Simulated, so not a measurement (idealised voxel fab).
voxel transistor to metal: a process module
We display cut, a cross-section 235 nm in width whose square cells are each 5 nm.
Square cells in a grid make up a cross-section in this document, and the grid is given as bands, listed from the top down, each one or more rows of cells. Band: top and bottom heights (nm) first, top before bottom; then materials from left to right, widths in nm. "everywhere" marks a sole material filling the band edge to edge. "blank" denotes empty space. We count height from 0. Below that, the starting wafer is all one material. The lowest band never ends at the bottom but goes on down; see "from 0 down" for how that is written. Width "30 to 40": first value at the band's top row of cells, second value at its bottom row, equal change from row to row. You'll sometimes find "nothing altered" written for a step, and that's the way of saying that nowhere in the cross-section did a cell change during that step. The label "Sealed internal voids" introduces a list of the empty spaces, 8 cells or larger, that have no open way up to the top; each entry in it reads width x height at distance, where the distance is taken from the left edge and all three are stated in nm. Anything after a step's settings on that line? It's the simulator's own note about the step. What "overlay nm" on a step's line means: if the step has a mask, that mask lay this far to the right of its planned place, or, when the value is negative, to the left.
Process steps foreseen in the plan
1,RECEIVE [material Si]
2,OXIDIZE [depth nm 5]
3,CONFORMAL_DEP [material SiN] [thk nm 15]
4,DIRECTIONAL_DEP [material aC] [thk nm 15]
5,PATTERN [tone cover] [mask id ACTIVE] [material resist] [width nm 85] [pitch nm 105] [thk nm 35] [overlay nm 0]
6,DIRECTIONAL_ETCH [etch materials aC] [depth nm 15]
7,STRIP [etch materials resist]
8,DIRECTIONAL_ETCH [etch materials SiN] [depth nm 15]
9,DIRECTIONAL_ETCH [etch materials SiO2] [depth nm 5]
10,DIRECTIONAL_ETCH [etch materials Si] [depth nm 30]
11,STRIP [etch materials aC]
12,OXIDIZE [depth nm 5]
13,FILL_DEP [material SiO2] [thk nm 15]
14,CMP [height nm 15]
15,SELECTIVE_ETCH [etch materials SiO2] [depth nm 10]
16,STRIP [etch materials SiN]
17,SELECTIVE_ETCH [etch materials SiO2] [depth nm 5]
18,OXIDIZE [depth nm 5]
19,DIRECTIONAL_DEP [material polySi] [thk nm 20]
20,DIRECTIONAL_DEP [material SiCN] [thk nm 15]
21,DIRECTIONAL_DEP [material aC] [thk nm 10]
22,PATTERN [tone cover] [mask id GATE] [material resist] [width nm 15] [pitch nm 105] [thk nm 30] [overlay nm 0]
23,DIRECTIONAL_ETCH [etch materials aC] [depth nm 10]
24,STRIP [etch materials resist]
25,DIRECTIONAL_ETCH [etch materials SiCN] [depth nm 25]
26,DIRECTIONAL_ETCH [etch materials polySi] [depth nm 30]
27,STRIP [etch materials aC]
28,CONFORMAL_DEP [material SiO2] [thk nm 5]
29,DIRECTIONAL_ETCH [etch materials SiO2] [depth nm 5]
30,CONFORMAL_DEP [material SiN] [thk nm 5]
31,DIRECTIONAL_ETCH [etch materials SiN] [depth nm 5]
32,DIRECTIONAL_ETCH [etch materials SiO2] [depth nm 5]
33,DIRECTIONAL_ETCH [etch materials Si] [depth nm 5]
34,EPI [material SiGe] [thk nm 5]
35,FILL_DEP [material SiO2] [thk nm 5]
36,CMP [height nm 30]
37,DIRECTIONAL_DEP [material SiO2] [thk nm 10]
38,PATTERN [tone open] [mask id CONTACT] [material resist] [width nm 15] [thk nm 15] [overlay nm 0]
39,DIRECTIONAL_ETCH [etch materials SiO2] [depth nm 50]
40,STRIP [etch materials resist]
41,CONFORMAL_DEP [material TiN] [thk nm 5]
42,FILL_DEP [material W] [thk nm 10]
43,CMP [height nm 40]
44,DIRECTIONAL_DEP [material TiN] [thk nm 5]
45,DIRECTIONAL_DEP [material W] [thk nm 25]
46,MASKED_ETCH [tone cover] [mask id METAL_1] [width nm 15] [etch materials W] [depth nm 25] [overlay nm 0]
47,MASKED_ETCH [tone cover] [mask id METAL_1] [width nm 15] [etch materials TiN] [depth nm 5] [overlay nm 0]
48,FILL_DEP [material SiO2] [thk nm 10]
49,CMP [height nm 70]
50,CONFORMAL_DEP [material SiCN] [thk nm 5]
51,DIRECTIONAL_DEP [material SiO2] [thk nm 30]
52,PATTERN [tone open] [mask id METAL_2] [material resist] [width nm 15] [pitch nm 105] [thk nm 15] [overlay nm 0]
53,DIRECTIONAL_ETCH [etch materials SiO2] [depth nm 15]
54,STRIP [etch materials resist]
55,PATTERN [tone open] [mask id METAL_2_HOLES] [material resist] [width nm 15] [pitch nm 105] [thk nm 20] [overlay nm 0]
56,DIRECTIONAL_ETCH [etch materials SiO2] [depth nm 15]
57,DIRECTIONAL_ETCH [etch materials SiCN] [depth nm 5]
58,STRIP [etch materials resist]
59,CONFORMAL_DEP [material TiN] [thk nm 5]
60,FILL_DEP [material Ru] [thk nm 5]
61,CMP [height nm 105]
62,CONFORMAL_DEP [material SiCN] [thk nm 5]
Step 1 complete: cross-section of the wafer as received
    from 0 down = Si everywhere
    Sealed internal voids: none
Here's the cross-section of the first of our two wafers at the end of the module - it ran as planned
    from 110 to 105 = SiCN everywhere
    from 105 to 75 = SiO2: 25 / TiN: 5 / Ru: 5 / TiN: 5 / SiO2: 90 / TiN: 5 / Ru: 5 / TiN: 5 / SiO2: 90
    from 75 to 70 = SiCN: 25 / TiN: 15 / SiCN: 90 / TiN: 15 / SiCN: 90
    from 70 to 45 = SiO2: 25 / W: 15 / SiO2: 45 / W: 15 / SiO2: 30 / W: 15 / SiO2: 45 / W: 15 / SiO2: 30
    from 45 to 40 = SiO2: 25 / TiN: 15 / SiO2: 45 / TiN: 15 / SiO2: 30 / TiN: 15 / SiO2: 45 / TiN: 15 / SiO2: 30
    from 40 to 30 = SiO2: 25 / TiN: 5 / W: 5 / TiN: 5 / SiO2: 45 / TiN: 5 / W: 5 / TiN: 5 / SiO2: 30 / TiN: 5 / W: 5 / TiN: 5 / SiO2: 45 / TiN: 5 / W: 5 / TiN: 5 / SiO2: 30
    from 30 to 15 = SiO2: 25 / TiN: 5 / W: 5 / TiN: 5 / SiO2: 5 / SiN: 5 / SiO2: 5 / SiCN: 15 / SiO2: 5 / SiN: 5 / SiO2: 5 / TiN: 5 / W: 5 / TiN: 5 / SiO2: 30 / TiN: 5 / W: 5 / TiN: 5 / SiO2: 5 / SiN: 5 / SiO2: 5 / SiCN: 15 / SiO2: 5 / SiN: 5 / SiO2: 5 / TiN: 5 / W: 5 / TiN: 5 / SiO2: 30
    from 15 to 0 = SiO2: 25 / TiN: 5 / W: 5 / TiN: 5 / SiO2: 5 / SiN: 5 / SiO2: 5 / polySi: 15 / SiO2: 5 / SiN: 5 / SiO2: 5 / TiN: 5 / W: 5 / TiN: 5 / SiO2: 30 / TiN: 5 / W: 5 / TiN: 5 / SiO2: 5 / SiN: 5 / SiO2: 5 / polySi: 15 / SiO2: 5 / SiN: 5 / SiO2: 5 / TiN: 5 / W: 5 / TiN: 5 / SiO2: 30
    from 0 to -5 = SiO2: 20 / SiN: 5 / TiN: 5 / W: 5 / TiN: 5 / SiO2: 5 / SiN: 5 / SiO2: 5 / polySi: 15 / SiO2: 5 / SiN: 5 / SiO2: 5 / TiN: 5 / W: 5 / TiN: 5 / SiN: 5 / SiO2: 20 / SiN: 5 / TiN: 5 / W: 5 / TiN: 5 / SiO2: 5 / SiN: 5 / SiO2: 5 / polySi: 15 / SiO2: 5 / SiN: 5 / SiO2: 5 / TiN: 5 / W: 5 / TiN: 5 / SiN: 5 / SiO2: 25
    from -5 to -10 = SiO2: 25 / TiN: 15 / SiGe: 5 / SiO2: 35 / SiGe: 5 / TiN: 15 / SiO2: 30 / TiN: 15 / SiGe: 5 / SiO2: 35 / SiGe: 5 / TiN: 15 / SiO2: 30
    from -10 to -15 = SiO2: 25 / SiGe: 20 / Si: 35 / SiGe: 20 / SiO2: 30 / SiGe: 20 / Si: 35 / SiGe: 20 / SiO2: 30
    from -15 to -40 = SiO2: 25 / Si: 75 / SiO2: 30 / Si: 75 / SiO2: 30
    from -40 down = Si everywhere
    Sealed internal voids: none
Second wafer of the two, sectioned at the end of the module. It began like the first and followed the same plan, but one mistake was made while running it
    from 110 to 105 = SiCN everywhere
    from 105 to 75 = SiO2: 25 / TiN: 5 / Ru: 5 / TiN: 5 / SiO2: 90 / TiN: 5 / Ru: 5 / TiN: 5 / SiO2: 90
    from 75 to 70 = SiCN: 25 / TiN: 15 / SiCN: 90 / TiN: 15 / SiCN: 90
    from 70 to 45 = SiO2: 25 / W: 15 / SiO2: 45 / W: 15 / SiO2: 30 / W: 15 / SiO2: 45 / W: 15 / SiO2: 30
    from 45 to 40 = SiO2: 25 / TiN: 15 / SiO2: 45 / TiN: 15 / SiO2: 30 / TiN: 15 / SiO2: 45 / TiN: 15 / SiO2: 30
    from 40 to 30 = SiO2: 25 / polySi: 5 / W: 5 / polySi: 5 / SiO2: 45 / polySi: 5 / W: 5 / polySi: 5 / SiO2: 30 / polySi: 5 / W: 5 / polySi: 5 / SiO2: 45 / polySi: 5 / W: 5 / polySi: 5 / SiO2: 30
    from 30 to 15 = SiO2: 25 / polySi: 5 / W: 5 / polySi: 5 / SiO2: 5 / SiN: 5 / SiO2: 5 / SiCN: 15 / SiO2: 5 / SiN: 5 / SiO2: 5 / polySi: 5 / W: 5 / polySi: 5 / SiO2: 30 / polySi: 5 / W: 5 / polySi: 5 / SiO2: 5 / SiN: 5 / SiO2: 5 / SiCN: 15 / SiO2: 5 / SiN: 5 / SiO2: 5 / polySi: 5 / W: 5 / polySi: 5 / SiO2: 30
    from 15 to 0 = SiO2: 25 / polySi: 5 / W: 5 / polySi: 5 / SiO2: 5 / SiN: 5 / SiO2: 5 / polySi: 15 / SiO2: 5 / SiN: 5 / SiO2: 5 / polySi: 5 / W: 5 / polySi: 5 / SiO2: 30 / polySi: 5 / W: 5 / polySi: 5 / SiO2: 5 / SiN: 5 / SiO2: 5 / polySi: 15 / SiO2: 5 / SiN: 5 / SiO2: 5 / polySi: 5 / W: 5 / polySi: 5 / SiO2: 30
    from 0 to -5 = SiO2: 20 / SiN: 5 / polySi: 5 / W: 5 / polySi: 5 / SiO2: 5 / SiN: 5 / SiO2: 5 / polySi: 15 / SiO2: 5 / SiN: 5 / SiO2: 5 / polySi: 5 / W: 5 / polySi: 5 / SiN: 5 / SiO2: 20 / SiN: 5 / polySi: 5 / W: 5 / polySi: 5 / SiO2: 5 / SiN: 5 / SiO2: 5 / polySi: 15 / SiO2: 5 / SiN: 5 / SiO2: 5 / polySi: 5 / W: 5 / polySi: 5 / SiN: 5 / SiO2: 25
    from -5 to -10 = SiO2: 25 / polySi: 15 / SiGe: 5 / SiO2: 35 / SiGe: 5 / polySi: 15 / SiO2: 30 / polySi: 15 / SiGe: 5 / SiO2: 35 / SiGe: 5 / polySi: 15 / SiO2: 30
    from -10 to -15 = SiO2: 25 / SiGe: 20 / Si: 35 / SiGe: 20 / SiO2: 30 / SiGe: 20 / Si: 35 / SiGe: 20 / SiO2: 30
    from -15 to -40 = SiO2: 25 / Si: 75 / SiO2: 30 / Si: 75 / SiO2: 30
    from -40 down = Si everywhere
    Sealed internal voids: none
The mistake made against the process plan was this: in deviation from the planned setting, step 41 was conducted as CONFORMAL_DEP [material polySi] [thk nm 5]
Heads up, by the end the second wafer has more or fewer cells of some materials compared to the first: TiN -84 | polySi +84
